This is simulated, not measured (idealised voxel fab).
process module | voxel gate over fins
cross-section cut | 295 nm wide | cells 5 nm
A cross-section is a grid of square cells, given in bands from the top down. A band is one or more rows of cells.
Each band's line starts with the height of the band's top and of its bottom, in nm. Then come its materials from left to right, each with its width in nm. One material with "throughout" fills the band from edge to edge. "air" is empty space.
Height 0 is the level under which the wafer as received is all one material. The lowest band goes on downwards, as in "0 down".
A width such as "30 to 40" changes by the same amount from each row of cells to the next, from the band's top row to its bottom row.
"no change" after a step means that no cell of the cross-section changed.
closed voids: empty space of 8 cells or more with no open way to the top, each as width x height at its distance from the left edge, in nm
after a step's settings: what the simulator itself notes on the step
overlay nm, on a step with a mask: how far to the right of its planned place the mask lay; to the left if negative
plan
1 op RECEIVE | material Si
2 op CONFORMAL_DEP | material SiN | thk nm 5
3 op MASKED_ETCH | tone cover | mask id FINS | width nm 15 | pitch nm 40 | etch materials SiN | depth nm 5 | overlay nm 0
4 op MASKED_ETCH | tone cover | mask id FINS | width nm 15 | pitch nm 40 | etch materials Si | depth nm 35 | overlay nm 0
5 op FILL_DEP | material SiO2 | thk nm 5
6 op CMP | height nm 5
7 op SELECTIVE_ETCH | etch materials SiO2 | depth nm 20
8 op STRIP | etch materials SiN
9 op CONFORMAL_DEP | material HfO2 | thk nm 5
10 op CONFORMAL_DEP | material TiN | thk nm 5
11 op FILL_DEP | material W | thk nm 15
12 op CMP | height nm 20
13 op CONFORMAL_DEP | material SiN | thk nm 5
as received, after step 1
  0 down: Si throughout
  closed voids: none
first wafer at the end, as planned
  25 to 20: SiN throughout
  20 to 10: W throughout
  10 to 5: W 70 | TiN 35 | W 5 | TiN 35 | W 5 | TiN 35 | W 5 | TiN 35 | W 70
  5 to 0: W 70 | TiN 5 | HfO2 25 | TiN 5 | W 5 | TiN 5 | HfO2 25 | TiN 5 | W 5 | TiN 5 | HfO2 25 | TiN 5 | W 5 | TiN 5 | HfO2 25 | TiN 5 | W 70
  0 to -5: W 70 | TiN 5 | HfO2 5 | Si 15 | HfO2 5 | TiN 5 | W 5 | TiN 5 | HfO2 5 | Si 15 | HfO2 5 | TiN 5 | W 5 | TiN 5 | HfO2 5 | Si 15 | HfO2 5 | TiN 5 | W 5 | TiN 5 | HfO2 5 | Si 15 | HfO2 5 | TiN 5 | W 70
  -5 to -10: TiN 75 | HfO2 5 | Si 15 | HfO2 5 | TiN 15 | HfO2 5 | Si 15 | HfO2 5 | TiN 15 | HfO2 5 | Si 15 | HfO2 5 | TiN 15 | HfO2 5 | Si 15 | HfO2 5 | TiN 75
  -10 to -15: HfO2 80 | Si 15 | HfO2 25 | Si 15 | HfO2 25 | Si 15 | HfO2 25 | Si 15 | HfO2 80
  -15 to -35: SiO2 80 | Si 15 | SiO2 25 | Si 15 | SiO2 25 | Si 15 | SiO2 25 | Si 15 | SiO2 80
  -35 down: Si throughout
  closed voids: none
second wafer at the end: like start, like plan, one mistake
  25 to 20: SiN throughout
  20 to 10: W throughout
  10 to 5: W 70 | TiN 35 | W 5 | TiN 35 | W 5 | TiN 35 | W 5 | TiN 35 | W 70
  5 to 0: W 70 | TiN 5 | HfO2 25 | TiN 5 | W 5 | TiN 5 | HfO2 25 | TiN 5 | W 5 | TiN 5 | HfO2 25 | TiN 5 | W 5 | TiN 5 | HfO2 25 | TiN 5 | W 70
  0 to -5: W 70 | TiN 5 | HfO2 5 | Si 15 | HfO2 5 | TiN 5 | W 5 | TiN 5 | HfO2 5 | Si 15 | HfO2 5 | TiN 5 | W 5 | TiN 5 | HfO2 5 | Si 15 | HfO2 5 | TiN 5 | W 5 | TiN 5 | HfO2 5 | Si 15 | HfO2 5 | TiN 5 | W 70
  -5 to -10: TiN 75 | HfO2 5 | Si 15 | HfO2 5 | TiN 15 | HfO2 5 | Si 15 | HfO2 5 | TiN 15 | HfO2 5 | Si 15 | HfO2 5 | TiN 15 | HfO2 5 | Si 15 | HfO2 5 | TiN 75
  -10 to -15: HfO2 80 | Si 15 | HfO2 25 | Si 15 | HfO2 25 | Si 15 | HfO2 25 | Si 15 | HfO2 80
  -15 to -70: SiO2 80 | Si 15 | SiO2 25 | Si 15 | SiO2 25 | Si 15 | SiO2 25 | Si 15 | SiO2 80
  -70 down: Si throughout
  closed voids: none
what went wrong: step 4 was run twice
at the end the second wafer has, in cells: 329 fewer of Si | 329 more of SiO2
